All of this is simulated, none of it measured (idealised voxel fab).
Documented hereafter: the process module known as voxel tone inversion.
Pictured: cross-section cut, 240 nm wide, on a grid of 5 nm square cells.
A cross-section is written here as square cells arranged in a grid, and it is given in bands from the top down, each band taking up one or more rows of cells.
Band entry format. Leading values: height of top, height of bottom, nm. Remainder: materials in left-to-right order, each with its width in nm. Special words: "everywhere" on a single material, which then fills the band edge to edge; "air", empty space.
Measure heights from 0. That's the level where, below it, the as-received wafer is all one material. The lowest band is bottomless and extends downward; write it as in "from 0 down".
Width "30->40": first value at the band's top row of cells, second value at its bottom row, equal change from row to row.
Key: "no change" - step with no changed cell in the cross-section.
Each empty space that has no open way to the top and spans at least 8 cells appears under "Enclosed voids" as width x height at distance, the distance counted from the left edge, all in nm.
Anything after a step's settings on that line? It's the simulator's own note about the step.
The setting "overlay nm" may be written on the line of a step. When the step uses a mask, the value reports how far to the right of the planned place the mask lay, and a negative value reports that it lay to the left.

Plan
step 1: RECEIVE [material Si]
step 2: CONFORMAL_DEP [material SiCN] [thk nm 10]
step 3: DIRECTIONAL_DEP [material aC] [thk nm 20]
step 4: PATTERN [tone cover] [mask id POSTS] [material resist] [width nm 20] [pitch nm 45] [thk nm 25] [overlay nm -15]
step 5: DIRECTIONAL_ETCH [etch materials aC] [depth nm 20]
step 6: STRIP [etch materials resist]
step 7: FILL_DEP [material SiO2] [thk nm 10]
step 8: CMP [height nm 30]
step 9: STRIP [etch materials aC]
step 10: CONFORMAL_DEP [material TiN] [thk nm 5]
step 11: FILL_DEP [material Cu] [thk nm 10]
step 12: CMP [height nm 30]
step 13: CONFORMAL_DEP [material SiCN] [thk nm 5]
Wafer-to-wafer difference: overlay nm, step 4. Common start. Plan = first wafer's value.

Received wafers, first of several: cross-section after step 1
    from 0 down: Si everywhere
    Enclosed voids: none

The rows of the table below are wafers. Looking at the end of the module, a row counts, for every material, the cells the wafer has gained, shown as (+), or lost, shown as (-), since it was received; its closed voids come next
overlay nm -15, +12 Cu, +144 SiCN, +160 SiO2, +20 TiN, Enclosed voids: none
overlay nm -10, +12 Cu, +144 SiCN, +160 SiO2, +20 TiN, Enclosed voids: none
overlay nm -5, +12 Cu, +144 SiCN, +160 SiO2, +20 TiN, Enclosed voids: none
overlay nm 0, +12 Cu, +144 SiCN, +160 SiO2, +20 TiN, Enclosed voids: none
overlay nm 5, +12 Cu, +144 SiCN, +160 SiO2, +20 TiN, Enclosed voids: none
overlay nm 10, +12 Cu, +144 SiCN, +160 SiO2, +20 TiN, Enclosed voids: none
overlay nm 15, +12 Cu, +144 SiCN, +160 SiO2, +20 TiN, Enclosed voids: none
